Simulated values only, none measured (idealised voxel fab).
Process module in this document: voxel transistor to metal
Square cells of 5 nm make up the cross-section cut, whose width is 160 nm.
If you're reading a cross-section in this doc, picture square cells in a grid; it comes to you as bands, top ones listed first down to the bottom, and a band can be one or more rows of cells. The band entry comprises the height of the band's top followed by the height of its bottom, expressed in nm, and subsequently the band's materials from left to right, each stated together with its width in nm. Where a single material is marked with the word "throughout", that material fills the band from edge to edge. The word "air" represents empty space. A quick word on heights: they are counted from 0, and under that level the wafer as it came to us is one material throughout. The lowest band is different from the rest in having no bottom; it simply continues downward, written as in "from 0 down". Read "30->40" as a graded width: first number on top, second number at the bottom, same change between each pair of neighbouring rows. Where a step carries "no change occurred", the cross-section came out of it unchanged, cell for cell. Any empty space of 8 cells or more lacking an open way to the top shows up in "Closed cavity list" as width x height at distance, distance from the left edge, in nm. On a step's line, text after the settings is the simulator commenting on that step. overlay nm: right-of-plan distance of the mask on a masked step; negative values mean left-of-plan.
# Process steps (planned)
- 1: RECEIVE | material Si
- 2: OXIDIZE | depth nm 5
- 3: CONFORMAL_DEP | material SiN | thk nm 10
- 4: MASKED_ETCH | tone cover | mask id ACTIVE | width nm 110 | etch materials SiN | depth nm 10 | overlay nm 0
- 5: MASKED_ETCH | tone cover | mask id ACTIVE | width nm 110 | etch materials SiO2 | depth nm 5 | overlay nm 0
- 6: MASKED_ETCH | tone cover | mask id ACTIVE | width nm 110 | etch materials Si | depth nm 25 | overlay nm 0
- 7: FILL_DEP | material SiO2 | thk nm 5
- 8: CMP | height nm 10
- 9: SELECTIVE_ETCH | etch materials SiO2 | depth nm 5
- 10: STRIP | etch materials SiN
- 11: SELECTIVE_ETCH | etch materials SiO2 | depth nm 5
- 12: OXIDIZE | depth nm 5
- 13: DIRECTIONAL_DEP | material polySi | thk nm 20
- 14: DIRECTIONAL_DEP | material SiCN | thk nm 15
- 15: PATTERN | tone cover | mask id GATE | material resist | width nm 30 | thk nm 15 | overlay nm 0
- 16: DIRECTIONAL_ETCH | etch materials SiCN | depth nm 25
- 17: DIRECTIONAL_ETCH | etch materials polySi | depth nm 30
- 18: STRIP | etch materials resist
- 19: CONFORMAL_DEP | material SiO2 | thk nm 5
- 20: DIRECTIONAL_ETCH | etch materials SiO2 | depth nm 5
- 21: CONFORMAL_DEP | material SiN | thk nm 10
- 22: DIRECTIONAL_ETCH | etch materials SiN | depth nm 10
- 23: DIRECTIONAL_ETCH | etch materials SiO2 | depth nm 5
- 24: EPI | material nSi | thk nm 5
- 25: FILL_DEP | material SiO2 | thk nm 5
- 26: CMP | height nm 15
- 27: STRIP | etch materials polySi
- 28: SELECTIVE_ETCH | etch materials SiO2 | depth nm 5
- 29: CONFORMAL_DEP | material HfO2 | thk nm 5
- 30: CONFORMAL_DEP | material TiN | thk nm 5
- 31: FILL_DEP | material W | thk nm 5
- 32: CMP | height nm 10
- 33: DIRECTIONAL_DEP | material SiO2 | thk nm 10
- 34: MASKED_ETCH | tone open | mask id CONTACT | width nm 20 | pitch nm 80 | etch materials SiO2 | depth nm 25 | overlay nm 0
- 35: CONFORMAL_DEP | material TiN | thk nm 5
- 36: FILL_DEP | material W | thk nm 10
- 37: CMP | height nm 20
- 38: DIRECTIONAL_DEP | material TiN | thk nm 5
- 39: DIRECTIONAL_DEP | material W | thk nm 25
- 40: MASKED_ETCH | tone cover | mask id METAL_1 | width nm 20 | pitch nm 80 | etch materials W | depth nm 25 | overlay nm 0
- 41: MASKED_ETCH | tone cover | mask id METAL_1 | width nm 20 | pitch nm 80 | etch materials TiN | depth nm 5 | overlay nm 0
- 42: CONFORMAL_DEP | material SiCN | thk nm 5
- 43: FILL_DEP | material lowk | thk nm 10
- 44: CMP | height nm 50
- 45: CONFORMAL_DEP | material SiCN | thk nm 5
# Wafer, first of two, run as planned
# Shown in cross-section is the wafer as received, that is, as it stands after step 1
	from 0 down = Si throughout
	Closed cavity list: none
# Once step 2 is through, the wafer looks like this in cross-section
	from 0 to -5 = SiO2 throughout
	Note: structure below -5 unchanged.
# Once step 3 is through, the wafer looks like this in cross-section
	from 10 to 0 = SiN throughout
	Note: structure below 0 unchanged.
# Once step 4 is through, the wafer looks like this in cross-section
	from 10 to 0 = 25 of air / 110 of SiN / 25 of air
	Note: structure below 0 unchanged.
# Once step 5 is through, the wafer looks like this in cross-section
	from 10 to 0 = 25 of air / 110 of SiN / 25 of air
	from 0 to -5 = 25 of air / 110 of SiO2 / 25 of air
	Note: structure below -5 unchanged.
# Once step 6 is through, the wafer looks like this in cross-section
	from 10 to 0 = 25 of air / 110 of SiN / 25 of air
	from 0 to -5 = 25 of air / 110 of SiO2 / 25 of air
	from -5 to -30 = 25 of air / 110 of Si / 25 of air
	Note: structure below -30 unchanged.
# Once step 7 is through, the wafer looks like this in cross-section
	from 15 to 10 = SiO2 throughout
	from 10 to 0 = 25 of SiO2 / 110 of SiN / 25 of SiO2
	from 0 to -5 = SiO2 throughout
	from -5 to -30 = 25 of SiO2 / 110 of Si / 25 of SiO2
	Note: structure below -30 unchanged.
# Once step 8 is through, the wafer looks like this in cross-section
	from 10 to 0 = 25 of SiO2 / 110 of SiN / 25 of SiO2
	Note: structure below 0 unchanged.
# Once step 9 is through, the wafer looks like this in cross-section
	from 10 to 5 = 25 of air / 110 of SiN / 25 of air
	Note: structure below 5 unchanged.
# Once step 10 is through, the wafer looks like this in cross-section
	from 5 to 0 = 25 of SiO2 / 110 of air / 25 of SiO2
	Note: structure below 0 unchanged.
# Once step 11 is through, the wafer looks like this in cross-section
	from 0 to -5 = 20 of SiO2 / 120 of air / 20 of SiO2
	Note: structure below -5 unchanged.
# Once step 12 is through, the wafer looks like this in cross-section
	from 0 to -5 = 20 of SiO2 / 120 of air / 20 of SiO2
	from -5 to -10 = SiO2 throughout
	Note: structure below -10 unchanged.
# Once step 13 is through, the wafer looks like this in cross-section
	from 20 to 15 = 20 of polySi / 120 of air / 20 of polySi
	from 15 to 0 = polySi throughout
	from 0 to -5 = 20 of SiO2 / 120 of polySi / 20 of SiO2
	Note: structure below -5 unchanged.
# Once step 14 is through, the wafer looks like this in cross-section
	from 35 to 30 = 20 of SiCN / 120 of air / 20 of SiCN
	from 30 to 20 = SiCN throughout
	from 20 to 15 = 20 of polySi / 120 of SiCN / 20 of polySi
	Note: structure below 15 unchanged.
# Once step 15 is through, the wafer looks like this in cross-section
	from 50 to 35 = 65 of air / 30 of resist / 65 of air
	from 35 to 30 = 20 of SiCN / 45 of air / 30 of resist / 45 of air / 20 of SiCN
	Note: structure below 30 unchanged.
# Once step 16 is through, the wafer looks like this in cross-section
	from 50 to 30 = 65 of air / 30 of resist / 65 of air
	from 30 to 20 = 65 of air / 30 of SiCN / 65 of air
	from 20 to 15 = 20 of polySi / 45 of air / 30 of SiCN / 45 of air / 20 of polySi
	Note: structure below 15 unchanged.
# Once step 17 is through, the wafer looks like this in cross-section
	from 50 to 30 = 65 of air / 30 of resist / 65 of air
	from 30 to 15 = 65 of air / 30 of SiCN / 65 of air
	from 15 to 0 = 65 of air / 30 of polySi / 65 of air
	from 0 to -5 = 20 of SiO2 / 45 of air / 30 of polySi / 45 of air / 20 of SiO2
	Note: structure below -5 unchanged.
# Once step 18 is through, the wafer looks like this in cross-section
	from 30 to 15 = 65 of air / 30 of SiCN / 65 of air
	Note: structure below 15 unchanged.
# Once step 19 is through, the wafer looks like this in cross-section
	from 35 to 30 = 60 of air / 40 of SiO2 / 60 of air
	from 30 to 15 = 60 of air / 5 of SiO2 / 30 of SiCN / 5 of SiO2 / 60 of air
	from 15 to 5 = 60 of air / 5 of SiO2 / 30 of polySi / 5 of SiO2 / 60 of air
	from 5 to 0 = 25 of SiO2 / 35 of air / 5 of SiO2 / 30 of polySi / 5 of SiO2 / 35 of air / 25 of SiO2
	from 0 to -5 = 65 of SiO2 / 30 of polySi / 65 of SiO2
	Note: structure below -5 unchanged.
# Once step 20 is through, the wafer looks like this in cross-section
	from 30 to 15 = 60 of air / 5 of SiO2 / 30 of SiCN / 5 of SiO2 / 60 of air
	from 15 to 0 = 60 of air / 5 of SiO2 / 30 of polySi / 5 of SiO2 / 60 of air
	from 0 to -5 = 25 of SiO2 / 35 of air / 5 of SiO2 / 30 of polySi / 5 of SiO2 / 35 of air / 25 of SiO2
	Note: structure below -5 unchanged.
# Once step 21 is through, the wafer looks like this in cross-section
	from 40 to 30 = 50 of air / 60 of SiN / 50 of air
	from 30 to 15 = 50 of air / 10 of SiN / 5 of SiO2 / 30 of SiCN / 5 of SiO2 / 10 of SiN / 50 of air
	from 15 to 10 = 50 of air / 10 of SiN / 5 of SiO2 / 30 of polySi / 5 of SiO2 / 10 of SiN / 50 of air
	from 10 to 5 = 35 of SiN / 15 of air / 10 of SiN / 5 of SiO2 / 30 of polySi / 5 of SiO2 / 10 of SiN / 15 of air / 35 of SiN
	from 5 to 0 = 60 of SiN / 5 of SiO2 / 30 of polySi / 5 of SiO2 / 60 of SiN
	from 0 to -5 = 25 of SiO2 / 35 of SiN / 5 of SiO2 / 30 of polySi / 5 of SiO2 / 35 of SiN / 25 of SiO2
	Note: structure below -5 unchanged.
# Once step 22 is through, the wafer looks like this in cross-section
	from 30 to 15 = 50 of air / 10 of SiN / 5 of SiO2 / 30 of SiCN / 5 of SiO2 / 10 of SiN / 50 of air
	from 15 to 0 = 50 of air / 10 of SiN / 5 of SiO2 / 30 of polySi / 5 of SiO2 / 10 of SiN / 50 of air
	from 0 to -5 = 25 of SiO2 / 10 of SiN / 15 of air / 10 of SiN / 5 of SiO2 / 30 of polySi / 5 of SiO2 / 10 of SiN / 15 of air / 10 of SiN / 25 of SiO2
	Note: structure below -5 unchanged.
# Once step 23 is through, the wafer looks like this in cross-section
	from 30 to 25 = 50 of air / 10 of SiN / 5 of air / 30 of SiCN / 5 of air / 10 of SiN / 50 of air
	from 25 to 15 = 50 of air / 10 of SiN / 5 of SiO2 / 30 of SiCN / 5 of SiO2 / 10 of SiN / 50 of air
	from 15 to 0 = 50 of air / 10 of SiN / 5 of SiO2 / 30 of polySi / 5 of SiO2 / 10 of SiN / 50 of air
	from 0 to -5 = 25 of air / 10 of SiN / 15 of air / 10 of SiN / 5 of SiO2 / 30 of polySi / 5 of SiO2 / 10 of SiN / 15 of air / 10 of SiN / 25 of air
	from -5 to -10 = 35 of SiO2 / 15 of air / 60 of SiO2 / 15 of air / 35 of SiO2
	Note: structure below -10 unchanged.
# Once step 24 is through, the wafer looks like this in cross-section
	from 30 to 25 = 50 of air / 10 of SiN / 5 of air / 30 of SiCN / 5 of air / 10 of SiN / 50 of air
	from 25 to 15 = 50 of air / 10 of SiN / 5 of SiO2 / 30 of SiCN / 5 of SiO2 / 10 of SiN / 50 of air
	from 15 to 0 = 50 of air / 10 of SiN / 5 of SiO2 / 30 of polySi / 5 of SiO2 / 10 of SiN / 50 of air
	from 0 to -5 = 25 of air / 10 of SiN / 15 of air / 10 of SiN / 5 of SiO2 / 30 of polySi / 5 of SiO2 / 10 of SiN / 15 of air / 10 of SiN / 25 of air
	from -5 to -10 = 35 of SiO2 / 15 of nSi / 60 of SiO2 / 15 of nSi / 35 of SiO2
	Note: structure below -10 unchanged.
# Once step 25 is through, the wafer looks like this in cross-section
	from 35 to 30 = SiO2 throughout
	from 30 to 15 = 50 of SiO2 / 10 of SiN / 5 of SiO2 / 30 of SiCN / 5 of SiO2 / 10 of SiN / 50 of SiO2
	from 15 to 0 = 50 of SiO2 / 10 of SiN / 5 of SiO2 / 30 of polySi / 5 of SiO2 / 10 of SiN / 50 of SiO2
	from 0 to -5 = 25 of SiO2 / 10 of SiN / 15 of SiO2 / 10 of SiN / 5 of SiO2 / 30 of polySi / 5 of SiO2 / 10 of SiN / 15 of SiO2 / 10 of SiN / 25 of SiO2
	Note: structure below -5 unchanged.
# Once step 26 is through, the wafer looks like this in cross-section
	from 15 to 0 = 50 of SiO2 / 10 of SiN / 5 of SiO2 / 30 of polySi / 5 of SiO2 / 10 of SiN / 50 of SiO2
	Note: structure below 0 unchanged.
# Once step 27 is through, the wafer looks like this in cross-section
	from 15 to 0 = 50 of SiO2 / 10 of SiN / 5 of SiO2 / 30 of air / 5 of SiO2 / 10 of SiN / 50 of SiO2
	from 0 to -5 = 25 of SiO2 / 10 of SiN / 15 of SiO2 / 10 of SiN / 5 of SiO2 / 30 of air / 5 of SiO2 / 10 of SiN / 15 of SiO2 / 10 of SiN / 25 of SiO2
	Note: structure below -5 unchanged.
# Once step 28 is through, the wafer looks like this in cross-section
	from 15 to 10 = 50 of air / 10 of SiN / 40 of air / 10 of SiN / 50 of air
	from 10 to 0 = 50 of SiO2 / 10 of SiN / 40 of air / 10 of SiN / 50 of SiO2
	from 0 to -5 = 25 of SiO2 / 10 of SiN / 15 of SiO2 / 10 of SiN / 40 of air / 10 of SiN / 15 of SiO2 / 10 of SiN / 25 of SiO2
	from -5 to -10 = 35 of SiO2 / 15 of nSi / 10 of SiO2 / 40 of air / 10 of SiO2 / 15 of nSi / 35 of SiO2
	Note: structure below -10 unchanged.
# Once step 29 is through, the wafer looks like this in cross-section
	from 20 to 15 = 45 of air / 20 of HfO2 / 30 of air / 20 of HfO2 / 45 of air
	from 15 to 10 = 50 of HfO2 / 10 of SiN / 5 of HfO2 / 30 of air / 5 of HfO2 / 10 of SiN / 50 of HfO2
	from 10 to 0 = 50 of SiO2 / 10 of SiN / 5 of HfO2 / 30 of air / 5 of HfO2 / 10 of SiN / 50 of SiO2
	from 0 to -5 = 25 of SiO2 / 10 of SiN / 15 of SiO2 / 10 of SiN / 5 of HfO2 / 30 of air / 5 of HfO2 / 10 of SiN / 15 of SiO2 / 10 of SiN / 25 of SiO2
	from -5 to -10 = 35 of SiO2 / 15 of nSi / 10 of SiO2 / 40 of HfO2 / 10 of SiO2 / 15 of nSi / 35 of SiO2
	Note: structure below -10 unchanged.
# Once step 30 is through, the wafer looks like this in cross-section
	from 25 to 20 = 40 of air / 30 of TiN / 20 of air / 30 of TiN / 40 of air
	from 20 to 15 = 45 of TiN / 20 of HfO2 / 5 of TiN / 20 of air / 5 of TiN / 20 of HfO2 / 45 of TiN
	from 15 to 10 = 50 of HfO2 / 10 of SiN / 5 of HfO2 / 5 of TiN / 20 of air / 5 of TiN / 5 of HfO2 / 10 of SiN / 50 of HfO2
	from 10 to 0 = 50 of SiO2 / 10 of SiN / 5 of HfO2 / 5 of TiN / 20 of air / 5 of TiN / 5 of HfO2 / 10 of SiN / 50 of SiO2
	from 0 to -5 = 25 of SiO2 / 10 of SiN / 15 of SiO2 / 10 of SiN / 5 of HfO2 / 30 of TiN / 5 of HfO2 / 10 of SiN / 15 of SiO2 / 10 of SiN / 25 of SiO2
	Note: structure below -5 unchanged.
# Once step 31 is through, the wafer looks like this in cross-section
	from 30 to 25 = W throughout
	from 25 to 20 = 40 of W / 30 of TiN / 20 of W / 30 of TiN / 40 of W
	from 20 to 15 = 45 of TiN / 20 of HfO2 / 5 of TiN / 20 of W / 5 of TiN / 20 of HfO2 / 45 of TiN
	from 15 to 10 = 50 of HfO2 / 10 of SiN / 5 of HfO2 / 5 of TiN / 20 of W / 5 of TiN / 5 of HfO2 / 10 of SiN / 50 of HfO2
	from 10 to 0 = 50 of SiO2 / 10 of SiN / 5 of HfO2 / 5 of TiN / 20 of W / 5 of TiN / 5 of HfO2 / 10 of SiN / 50 of SiO2
	Note: structure below 0 unchanged.
# Once step 32 is through, the wafer looks like this in cross-section
	from 10 to 0 = 50 of SiO2 / 10 of SiN / 5 of HfO2 / 5 of TiN / 20 of W / 5 of TiN / 5 of HfO2 / 10 of SiN / 50 of SiO2
	Note: structure below 0 unchanged.
# Once step 33 is through, the wafer looks like this in cross-section
	from 20 to 10 = SiO2 throughout
	Note: structure below 10 unchanged.
# Once step 34 is through, the wafer looks like this in cross-section
	from 20 to 10 = 30 of SiO2 / 20 of air / 60 of SiO2 / 20 of air / 30 of SiO2
	from 10 to 0 = 30 of SiO2 / 20 of air / 10 of SiN / 5 of HfO2 / 5 of TiN / 20 of W / 5 of TiN / 5 of HfO2 / 10 of SiN / 20 of air / 30 of SiO2
	from 0 to -5 = 25 of SiO2 / 10 of SiN / 15 of air / 10 of SiN / 5 of HfO2 / 30 of TiN / 5 of HfO2 / 10 of SiN / 15 of air / 10 of SiN / 25 of SiO2
	Note: structure below -5 unchanged.
# Once step 35 is through, the wafer looks like this in cross-section
	from 25 to 20 = 35 of TiN / 10 of air / 70 of TiN / 10 of air / 35 of TiN
	from 20 to 10 = 30 of SiO2 / 5 of TiN / 10 of air / 5 of TiN / 60 of SiO2 / 5 of TiN / 10 of air / 5 of TiN / 30 of SiO2
	from 10 to 0 = 30 of SiO2 / 5->10 of TiN / 10->5 of air / 5 of TiN / 10 of SiN / 5 of HfO2 / 5 of TiN / 20 of W / 5 of TiN / 5 of HfO2 / 10 of SiN / 5 of TiN / 10->5 of air / 5->10 of TiN / 30 of SiO2
	from 0 to -5 = 25 of SiO2 / 10 of SiN / 15 of TiN / 10 of SiN / 5 of HfO2 / 30 of TiN / 5 of HfO2 / 10 of SiN / 15 of TiN / 10 of SiN / 25 of SiO2
	Note: structure below -5 unchanged.
# Once step 36 is through, the wafer looks like this in cross-section
	from 35 to 25 = W throughout
	from 25 to 20 = 35 of TiN / 10 of W / 70 of TiN / 10 of W / 35 of TiN
	from 20 to 10 = 30 of SiO2 / 5 of TiN / 10 of W / 5 of TiN / 60 of SiO2 / 5 of TiN / 10 of W / 5 of TiN / 30 of SiO2
	from 10 to 0 = 30 of SiO2 / 5->10 of TiN / 10->5 of W / 5 of TiN / 10 of SiN / 5 of HfO2 / 5 of TiN / 20 of W / 5 of TiN / 5 of HfO2 / 10 of SiN / 5 of TiN / 10->5 of W / 5->10 of TiN / 30 of SiO2
	Note: structure below 0 unchanged.
# Once step 37 is through, the wafer looks like this in cross-section
	from 20 to 10 = 30 of SiO2 / 5 of TiN / 10 of W / 5 of TiN / 60 of SiO2 / 5 of TiN / 10 of W / 5 of TiN / 30 of SiO2
	Note: structure below 10 unchanged.
# Once step 38 is through, the wafer looks like this in cross-section
	from 25 to 20 = TiN throughout
	Note: structure below 20 unchanged.
# Once step 39 is through, the wafer looks like this in cross-section
	from 50 to 25 = W throughout
	Note: structure below 25 unchanged.
# Once step 40 is through, the wafer looks like this in cross-section
	from 50 to 25 = 30 of air / 20 of W / 60 of air / 20 of W / 30 of air
	Note: structure below 25 unchanged.
# Once step 41 is through, the wafer looks like this in cross-section
	from 50 to 25 = 30 of air / 20 of W / 60 of air / 20 of W / 30 of air
	from 25 to 20 = 30 of air / 20 of TiN / 60 of air / 20 of TiN / 30 of air
	Note: structure below 20 unchanged.
# Once step 42 is through, the wafer looks like this in cross-section
	from 55 to 50 = 25 of air / 30 of SiCN / 50 of air / 30 of SiCN / 25 of air
	from 50 to 25 = 25 of air / 5 of SiCN / 20 of W / 5 of SiCN / 50 of air / 5 of SiCN / 20 of W / 5 of SiCN / 25 of air
	from 25 to 20 = 30 of SiCN / 20 of TiN / 60 of SiCN / 20 of TiN / 30 of SiCN
	Note: structure below 20 unchanged.
# Once step 43 is through, the wafer looks like this in cross-section
	from 65 to 55 = lowk throughout
	from 55 to 50 = 25 of lowk / 30 of SiCN / 50 of lowk / 30 of SiCN / 25 of lowk
	from 50 to 25 = 25 of lowk / 5 of SiCN / 20 of W / 5 of SiCN / 50 of lowk / 5 of SiCN / 20 of W / 5 of SiCN / 25 of lowk
	Note: structure below 25 unchanged.
# Once step 44 is through, the wafer looks like this in cross-section
	from 50 to 25 = 25 of lowk / 5 of SiCN / 20 of W / 5 of SiCN / 50 of lowk / 5 of SiCN / 20 of W / 5 of SiCN / 25 of lowk
	Note: structure below 25 unchanged.
# Once step 45 is through, the wafer looks like this in cross-section
	from 55 to 50 = SiCN throughout
	Note: structure below 50 unchanged.
# second wafer: like start, like plan, one mistake. Through step 39 it matches the first wafer
# X-section, second wafer, when step 40 was due to finish
	from 50 to 25 = 25 of air / 20 of W / 60 of air / 20 of W / 35 of air
	Note: structure below 25 unchanged.
# X-section, second wafer, when step 41 was due to finish
	from 50 to 25 = 25 of air / 20 of W / 60 of air / 20 of W / 35 of air
	from 25 to 20 = 25 of air / 25 of TiN / 55 of air / 25 of TiN / 30 of air
	Note: structure below 20 unchanged.
# X-section, second wafer, when step 42 was due to finish
	from 55 to 50 = 20 of air / 30 of SiCN / 50 of air / 30 of SiCN / 30 of air
	from 50 to 30 = 20 of air / 5 of SiCN / 20 of W / 5 of SiCN / 50 of air / 5 of SiCN / 20 of W / 5 of SiCN / 30 of air
	from 30 to 25 = 20 of air / 5 of SiCN / 20 of W / 10 of SiCN / 45 of air / 5 of SiCN / 20 of W / 10 of SiCN / 25 of air
	from 25 to 20 = 25 of SiCN / 25 of TiN / 55 of SiCN / 25 of TiN / 30 of SiCN
	Note: structure below 20 unchanged.
# X-section, second wafer, when step 43 was due to finish
	from 65 to 55 = lowk throughout
	from 55 to 50 = 20 of lowk / 30 of SiCN / 50 of lowk / 30 of SiCN / 30 of lowk
	from 50 to 30 = 20 of lowk / 5 of SiCN / 20 of W / 5 of SiCN / 50 of lowk / 5 of SiCN / 20 of W / 5 of SiCN / 30 of lowk
	from 30 to 25 = 20 of lowk / 5 of SiCN / 20 of W / 10 of SiCN / 45 of lowk / 5 of SiCN / 20 of W / 10 of SiCN / 25 of lowk
	Note: structure below 25 unchanged.
# X-section, second wafer, when step 44 was due to finish
	from 50 to 30 = 20 of lowk / 5 of SiCN / 20 of W / 5 of SiCN / 50 of lowk / 5 of SiCN / 20 of W / 5 of SiCN / 30 of lowk
	Note: structure below 30 unchanged.
# X-section, second wafer, when step 45 was due to finish
	from 55 to 50 = SiCN throughout
	Note: structure below 50 unchanged.
Against the plan, the run slipped here: the process deviated at step 40: the operation and settings actually run there were MASKED_ETCH | tone cover | mask id METAL_1 | width nm 20 | pitch nm 80 | etch materials W | depth nm 25 | overlay nm -5
Per the end-of-run cell counts, the second wafer holds more or fewer of some materials than the first: TiN: 2 more | lowk: 2 fewer
